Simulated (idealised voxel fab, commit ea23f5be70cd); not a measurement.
Herein follows the process module entitled voxel transistor to metal.
Cross-section cut spans 170 nm and uses square cells 5 nm in size.
Cross-section = grid of square cells, listed top down in bands; band = one or more rows. Band: top height; bottom height; in nm. Then, left to right: material with width in nm, for each material. "all across": a single material spanning edge to edge. "empty": empty space. Convention: height 0 is the level below which the wafer, as received, is all one material. The lowest band does not terminate at the bottom but continues downward, represented as "from 0 down". Per-row width for "30..40": begins at first number (top row of band), ends at second number (bottom row), increment between rows held constant. No cell of the cross-section changed in a step that is given as "same as before". Under "Enclosed void listing" you'll find the enclosed gaps, the ones with no way out to the top, that are 8 cells or bigger; each reads width x height at distance, with distance counted from the left edge, everything in nm. Anything after a step's settings on that line? It's the simulator's own note about the step. For masked steps, "overlay nm" on the step line gives how far right of plan the mask actually lay; a minus sign means it lay to the left.

Plan:
| 1 | RECEIVE: material Si |
| 2 | OXIDIZE: depth nm 5 |
| 3 | CONFORMAL_DEP: material SiN, thk nm 10 |
| 4 | MASKED_ETCH: tone cover, mask id ACTIVE, width nm 100, etch materials SiN, depth nm 10, overlay nm 0 |
| 5 | MASKED_ETCH: tone cover, mask id ACTIVE, width nm 100, etch materials SiO2, depth nm 5, overlay nm 0 |
| 6 | MASKED_ETCH: tone cover, mask id ACTIVE, width nm 100, etch materials Si, depth nm 30, overlay nm 0 |
| 7 | FILL_DEP: material SiO2, thk nm 10 |
| 8 | CMP: height nm 10 |
| 9 | SELECTIVE_ETCH: etch materials SiO2, depth nm 10 |
| 10 | STRIP: etch materials SiN |
| 11 | SELECTIVE_ETCH: etch materials SiO2, depth nm 5 |
| 12 | OXIDIZE: depth nm 5 |
| 13 | DIRECTIONAL_DEP: material polySi, thk nm 30 |
| 14 | DIRECTIONAL_DEP: material SiCN, thk nm 10 |
| 15 | PATTERN: tone cover, mask id GATE, material resist, width nm 30, thk nm 15, overlay nm 0 |
| 16 | DIRECTIONAL_ETCH: etch materials SiCN, depth nm 20 |
| 17 | DIRECTIONAL_ETCH: etch materials polySi, depth nm 40 |
| 18 | STRIP: etch materials resist |
| 19 | CONFORMAL_DEP: material SiO2, thk nm 5 |
| 20 | DIRECTIONAL_ETCH: etch materials SiO2, depth nm 5 |
| 21 | CONFORMAL_DEP: material SiN, thk nm 10 |
| 22 | DIRECTIONAL_ETCH: etch materials SiN, depth nm 10 |
| 23 | DIRECTIONAL_ETCH: etch materials SiO2, depth nm 5 |
| 24 | DIRECTIONAL_ETCH: etch materials Si, depth nm 10 |
| 25 | EPI: material nSi, thk nm 10 |
| 26 | FILL_DEP: material SiO2, thk nm 10 |
| 27 | CMP: height nm 25 |
| 28 | STRIP: etch materials polySi |
| 29 | SELECTIVE_ETCH: etch materials SiO2, depth nm 5 |
| 30 | CONFORMAL_DEP: material HfO2, thk nm 5 |
| 31 | CONFORMAL_DEP: material TiN, thk nm 5 |
| 32 | FILL_DEP: material W, thk nm 10 |
| 33 | CMP: height nm 20 |
| 34 | DIRECTIONAL_DEP: material SiO2, thk nm 15 |
| 35 | PATTERN: tone open, mask id CONTACT, material resist, width nm 15, pitch nm 75, thk nm 20, overlay nm 0 |
| 36 | DIRECTIONAL_ETCH: etch materials SiO2, depth nm 45 |
| 37 | STRIP: etch materials resist |
| 38 | CONFORMAL_DEP: material TiN, thk nm 5 |
| 39 | FILL_DEP: material W, thk nm 5 |
| 40 | CMP: height nm 35 |
| 41 | CONFORMAL_DEP: material SiN, thk nm 5 |
| 42 | DIRECTIONAL_DEP: material lowk, thk nm 20 |
| 43 | MASKED_ETCH: tone open, mask id METAL_1, width nm 15, pitch nm 75, etch materials lowk, depth nm 20, overlay nm 0 |
| 44 | MASKED_ETCH: tone open, mask id METAL_1, width nm 15, pitch nm 75, etch materials SiN, depth nm 5, overlay nm 0 |
| 45 | CONFORMAL_DEP: material TiN, thk nm 5 |
| 46 | FILL_DEP: material Ru, thk nm 10 |
| 47 | CMP: height nm 60 |
| 48 | EPI: material Ru, thk nm 5 |
| 49 | FILL_DEP: material SiCN, thk nm 5 |
| 50 | DIRECTIONAL_DEP: material lowk, thk nm 25 |
| 51 | MASKED_ETCH: tone open, mask id METAL_2, width nm 15, pitch nm 75, etch materials lowk, depth nm 15, overlay nm 0 |
| 52 | MASKED_ETCH: tone open, mask id METAL_2_HOLES, width nm 15, pitch nm 75, etch materials lowk, depth nm 10, overlay nm 0 |
| 53 | MASKED_ETCH: tone open, mask id METAL_2_HOLES, width nm 15, pitch nm 75, etch materials SiCN, depth nm 5, overlay nm 0 |
| 54 | CONFORMAL_DEP: material TiN, thk nm 5 |
| 55 | FILL_DEP: material Cu, thk nm 10 |
| 56 | CMP: height nm 95 |
| 57 | CONFORMAL_DEP: material SiCN, thk nm 5 |

Here's what the wafer looked like in cross-section when it arrived - that's after step 1:
from 0 down = Si all across
Enclosed void listing: none

Cross-sectional result after module completion. Note: starting condition and plan are unchanged from above; one processing mistake was made:
from 100 to 95 = SiCN all across
from 95 to 90 = SiCN 40 nm  TiN 15 nm  SiCN 60 nm  TiN 15 nm  SiCN 40 nm
from 90 to 85 = SiCN 35 nm  lowk 25 nm  SiCN 50 nm  lowk 25 nm  SiCN 35 nm
from 85 to 65 = lowk all across
from 65 to 60 = lowk 35 nm  Ru 25 nm  lowk 50 nm  Ru 25 nm  lowk 35 nm
from 60 to 40 = lowk 40 nm  TiN 5 nm  Ru 5 nm  TiN 5 nm  lowk 60 nm  TiN 5 nm  Ru 5 nm  TiN 5 nm  lowk 40 nm
from 40 to 35 = SiN 40 nm  TiN 15 nm  SiN 60 nm  TiN 15 nm  SiN 40 nm
from 35 to 20 = SiO2 40 nm  TiN 5 nm  W 5 nm  TiN 5 nm  SiO2 60 nm  TiN 5 nm  W 5 nm  TiN 5 nm  SiO2 40 nm
from 20 to 5 = SiO2 40 nm  TiN 5 nm  W 5 nm  TiN 5 nm  SiN 10 nm  HfO2 5 nm  TiN 5 nm  W 20 nm  TiN 5 nm  HfO2 5 nm  SiN 10 nm  TiN 5 nm  W 5 nm  TiN 5 nm  SiO2 40 nm
from 5 to 0 = SiO2 40 nm  TiN 15 nm  SiN 10 nm  HfO2 5 nm  TiN 5 nm  W 20 nm  TiN 5 nm  HfO2 5 nm  SiN 10 nm  TiN 15 nm  SiO2 40 nm
from 0 to -5 = SiO2 40 nm  TiN 5 nm  nSi 10 nm  SiN 10 nm  HfO2 5 nm  TiN 30 nm  HfO2 5 nm  SiN 10 nm  nSi 10 nm  TiN 5 nm  SiO2 40 nm
from -5 to -10 = SiO2 40 nm  TiN 5 nm  nSi 10 nm  SiO2 10 nm  HfO2 40 nm  SiO2 10 nm  nSi 10 nm  TiN 5 nm  SiO2 40 nm
from -10 to -20 = SiO2 35 nm  nSi 20 nm  Si 60 nm  nSi 20 nm  SiO2 35 nm
from -20 to -35 = SiO2 35 nm  Si 100 nm  SiO2 35 nm
from -35 down = Si all across
Enclosed void listing: none
Deviation noted in wafer processing: steps 49 and 50 of the plan were each performed in the slot designated for the other
